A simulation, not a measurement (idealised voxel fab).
process module | voxel capacitor over wiring
cross-section cut | 195 nm wide | cells 5 nm
A cross-section is a grid of square cells, given in bands from the top down. A band is one or more rows of cells.
Each band's line starts with the height of the band's top and of its bottom, in nm. Then come its materials from left to right, each with its width in nm. One material with "throughout" fills the band from edge to edge. "air" is empty space.
Height 0 is the level under which the wafer as received is all one material. The lowest band goes on downwards, as in "0 down".
A width such as "30 to 40" changes by the same amount from each row of cells to the next, from the band's top row to its bottom row.
"no change" after a step means that no cell of the cross-section changed.
closed voids: empty space of 8 cells or more with no open way to the top, each as width x height at its distance from the left edge, in nm
after a step's settings: what the simulator itself notes on the step
overlay nm, on a step with a mask: how far to the right of its planned place the mask lay; to the left if negative
plan
1 op RECEIVE | material Si
2 op CONFORMAL_DEP | material SiO2 | thk nm 10
3 op CONFORMAL_DEP | material SiN | thk nm 5
4 op DIRECTIONAL_DEP | material lowk | thk nm 15
5 op PATTERN | tone open | mask id METAL_1 | material resist | width nm 25 | pitch nm 95 | thk nm 20 | overlay nm 0
6 op DIRECTIONAL_ETCH | etch materials lowk | depth nm 15
7 op DIRECTIONAL_ETCH | etch materials SiN | depth nm 5
8 op STRIP | etch materials resist
9 op CONFORMAL_DEP | material TiN | thk nm 5
10 op FILL_DEP | material Cu | thk nm 5
11 op CMP | height nm 30
12 op CONFORMAL_DEP | material SiCN | thk nm 5
13 op DIRECTIONAL_DEP | material SiO2 | thk nm 15
14 op MASKED_ETCH | tone open | mask id PLUG_1 | width nm 15 | etch materials SiO2 | depth nm 15 | overlay nm 0
15 op MASKED_ETCH | tone open | mask id PLUG_1 | width nm 15 | etch materials SiCN | depth nm 5 | overlay nm 0
16 op CONFORMAL_DEP | material TiN | thk nm 5
17 op FILL_DEP | material Cu | thk nm 5
18 op CMP | height nm 50
19 op DIRECTIONAL_DEP | material TiN | thk nm 10
20 op DIRECTIONAL_DEP | material HfO2 | thk nm 5
21 op DIRECTIONAL_DEP | material TiN | thk nm 5
22 op DIRECTIONAL_DEP | material aC | thk nm 15
23 op PATTERN | tone cover | mask id UPPER_PLATE | material resist | width nm 75 | thk nm 30 | overlay nm 0
24 op DIRECTIONAL_ETCH | etch materials aC | depth nm 15
25 op STRIP | etch materials resist
26 op DIRECTIONAL_ETCH | etch materials TiN | depth nm 5
27 op DIRECTIONAL_ETCH | etch materials HfO2 | depth nm 5
28 op STRIP | etch materials aC
29 op PATTERN | tone cover | mask id LOWER_PLATE | material resist | width nm 85 | thk nm 15 | overlay nm 0
30 op DIRECTIONAL_ETCH | etch materials TiN | depth nm 10
31 op STRIP | etch materials resist
32 op FILL_DEP | material SiO2 | thk nm 15
33 op CMP | height nm 80
34 op PATTERN | tone open | mask id PLUG_2 | material resist | width nm 15 | thk nm 20 | overlay nm 0
35 op DIRECTIONAL_ETCH | etch materials SiO2 | depth nm 10
36 op STRIP | etch materials resist
37 op CONFORMAL_DEP | material TiN | thk nm 5
38 op FILL_DEP | material W | thk nm 5
39 op CMP | height nm 80
40 op CONFORMAL_DEP | material SiCN | thk nm 5
first wafer, as planned
as received, after step 1
  0 down: Si throughout
  closed voids: none
after step 2
  10 to 0: SiO2 throughout
  below 0: unchanged
after step 3
  15 to 10: SiN throughout
  below 10: unchanged
after step 4
  30 to 15: lowk throughout
  below 15: unchanged
after step 5
  50 to 30: resist 35 | air 25 | resist 70 | air 25 | resist 40
  below 30: unchanged
after step 6
  50 to 30: resist 35 | air 25 | resist 70 | air 25 | resist 40
  30 to 15: lowk 35 | air 25 | lowk 70 | air 25 | lowk 40
  below 15: unchanged
after step 7
  50 to 30: resist 35 | air 25 | resist 70 | air 25 | resist 40
  30 to 15: lowk 35 | air 25 | lowk 70 | air 25 | lowk 40
  15 to 10: SiN 35 | air 25 | SiN 70 | air 25 | SiN 40
  below 10: unchanged
after step 8
  30 to 15: lowk 35 | air 25 | lowk 70 | air 25 | lowk 40
  below 15: unchanged
after step 9
  35 to 30: TiN 40 | air 15 | TiN 80 | air 15 | TiN 45
  30 to 15: lowk 35 | TiN 5 | air 15 | TiN 5 | lowk 70 | TiN 5 | air 15 | TiN 5 | lowk 40
  15 to 10: SiN 35 | TiN 25 | SiN 70 | TiN 25 | SiN 40
  below 10: unchanged
after step 10
  40 to 35: Cu throughout
  35 to 30: TiN 40 | Cu 15 | TiN 80 | Cu 15 | TiN 45
  30 to 15: lowk 35 | TiN 5 | Cu 15 | TiN 5 | lowk 70 | TiN 5 | Cu 15 | TiN 5 | lowk 40
  below 15: unchanged
after step 11
  30 to 15: lowk 35 | TiN 5 | Cu 15 | TiN 5 | lowk 70 | TiN 5 | Cu 15 | TiN 5 | lowk 40
  below 15: unchanged
after step 12
  35 to 30: SiCN throughout
  below 30: unchanged
after step 13
  50 to 35: SiO2 throughout
  below 35: unchanged
after step 14
  50 to 35: SiO2 45 | air 15 | SiO2 135
  below 35: unchanged
after step 15
  50 to 35: SiO2 45 | air 15 | SiO2 135
  35 to 30: SiCN 45 | air 15 | SiCN 135
  below 30: unchanged
after step 16
  55 to 50: TiN 50 | air 5 | TiN 140
  50 to 35: SiO2 45 | TiN 5 | air 5 | TiN 5 | SiO2 135
  35 to 30: SiCN 45 | TiN 15 | SiCN 135
  below 30: unchanged
after step 17
  60 to 55: Cu throughout
  55 to 50: TiN 50 | Cu 5 | TiN 140
  50 to 35: SiO2 45 | TiN 5 | Cu 5 | TiN 5 | SiO2 135
  below 35: unchanged
after step 18
  50 to 35: SiO2 45 | TiN 5 | Cu 5 | TiN 5 | SiO2 135
  below 35: unchanged
after step 19
  60 to 50: TiN throughout
  below 50: unchanged
after step 20
  65 to 60: HfO2 throughout
  below 60: unchanged
after step 21
  70 to 65: TiN throughout
  below 65: unchanged
after step 22
  85 to 70: aC throughout
  below 70: unchanged
after step 23
  115 to 85: air 45 | resist 75 | air 75
  below 85: unchanged
after step 24
  100 to 85: air 45 | resist 75 | air 75
  85 to 70: air 45 | aC 75 | air 75
  below 70: unchanged
after step 25
  85 to 70: air 45 | aC 75 | air 75
  below 70: unchanged
after step 26
  85 to 70: air 45 | aC 75 | air 75
  70 to 65: air 45 | TiN 75 | air 75
  below 65: unchanged
after step 27
  85 to 70: air 45 | aC 75 | air 75
  70 to 65: air 45 | TiN 75 | air 75
  65 to 60: air 45 | HfO2 75 | air 75
  below 60: unchanged
after step 28
  70 to 65: air 45 | TiN 75 | air 75
  below 65: unchanged
after step 29
  85 to 70: air 40 | resist 85 | air 70
  70 to 65: air 40 | resist 5 | TiN 75 | resist 5 | air 70
  65 to 60: air 40 | resist 5 | HfO2 75 | resist 5 | air 70
  below 60: unchanged
after step 30
  85 to 70: air 40 | resist 85 | air 70
  70 to 65: air 40 | resist 5 | TiN 75 | resist 5 | air 70
  65 to 60: air 40 | resist 5 | HfO2 75 | resist 5 | air 70
  60 to 50: air 40 | TiN 85 | air 70
  below 50: unchanged
after step 31
  70 to 65: air 45 | TiN 75 | air 75
  65 to 60: air 45 | HfO2 75 | air 75
  below 60: unchanged
after step 32
  85 to 70: SiO2 throughout
  70 to 65: SiO2 45 | TiN 75 | SiO2 75
  65 to 60: SiO2 45 | HfO2 75 | SiO2 75
  60 to 50: SiO2 40 | TiN 85 | SiO2 70
  below 50: unchanged
after step 33
  80 to 70: SiO2 throughout
  below 70: unchanged
after step 34
  100 to 80: resist 55 | air 15 | resist 125
  below 80: unchanged
after step 35
  100 to 80: resist 55 | air 15 | resist 125
  80 to 70: SiO2 55 | air 15 | SiO2 125
  below 70: unchanged
after step 36
  80 to 70: SiO2 55 | air 15 | SiO2 125
  below 70: unchanged
after step 37
  85 to 80: TiN 60 | air 5 | TiN 130
  80 to 75: SiO2 55 | TiN 5 | air 5 | TiN 5 | SiO2 125
  75 to 65: SiO2 55 to 45 | TiN 15 to 75 | SiO2 125 to 75
  below 65: unchanged
after step 38
  90 to 85: W throughout
  85 to 80: TiN 60 | W 5 | TiN 130
  80 to 75: SiO2 55 | TiN 5 | W 5 | TiN 5 | SiO2 125
  below 75: unchanged
after step 39
  80 to 75: SiO2 55 | TiN 5 | W 5 | TiN 5 | SiO2 125
  below 75: unchanged
after step 40
  85 to 80: SiCN throughout
  below 80: unchanged
second wafer: like start, like plan, one mistake. Through step 28 it matches the first wafer
when step 29 should have ended
  85 to 70: air 45 | resist 75 | air 75
  below 70: unchanged
when step 30 should have ended
  85 to 70: air 45 | resist 75 | air 75
  70 to 65: air 45 | TiN 75 | air 75
  65 to 60: air 45 | HfO2 75 | air 75
  60 to 50: air 45 | TiN 75 | air 75
  below 50: unchanged
when step 31 should have ended
  70 to 65: air 45 | TiN 75 | air 75
  below 65: unchanged
when step 32 should have ended
  85 to 70: SiO2 throughout
  70 to 65: SiO2 45 | TiN 75 | SiO2 75
  65 to 60: SiO2 45 | HfO2 75 | SiO2 75
  60 to 50: SiO2 45 | TiN 75 | SiO2 75
  below 50: unchanged
when step 33 should have ended
  80 to 70: SiO2 throughout
  below 70: unchanged
when step 34 should have ended
  100 to 80: resist 55 | air 15 | resist 125
  below 80: unchanged
when step 35 should have ended
  100 to 80: resist 55 | air 15 | resist 125
  80 to 70: SiO2 55 | air 15 | SiO2 125
  below 70: unchanged
when step 36 should have ended
  80 to 70: SiO2 55 | air 15 | SiO2 125
  below 70: unchanged
when step 37 should have ended
  85 to 80: TiN 60 | air 5 | TiN 130
  80 to 75: SiO2 55 | TiN 5 | air 5 | TiN 5 | SiO2 125
  75 to 65: SiO2 55 to 45 | TiN 15 to 75 | SiO2 125 to 75
  below 65: unchanged
when step 38 should have ended
  90 to 85: W throughout
  85 to 80: TiN 60 | W 5 | TiN 130
  80 to 75: SiO2 55 | TiN 5 | W 5 | TiN 5 | SiO2 125
  below 75: unchanged
when step 39 should have ended
  80 to 75: SiO2 55 | TiN 5 | W 5 | TiN 5 | SiO2 125
  below 75: unchanged
when step 40 should have ended
  85 to 80: SiCN throughout
  below 80: unchanged
what went wrong: step 29 ran as: op PATTERN | tone cover | mask id LOWER_PLATE | material resist | width nm 75 | thk nm 15 | overlay nm 0
at the end the second wafer has, in cells: 4 more of SiO2 | 4 fewer of TiN
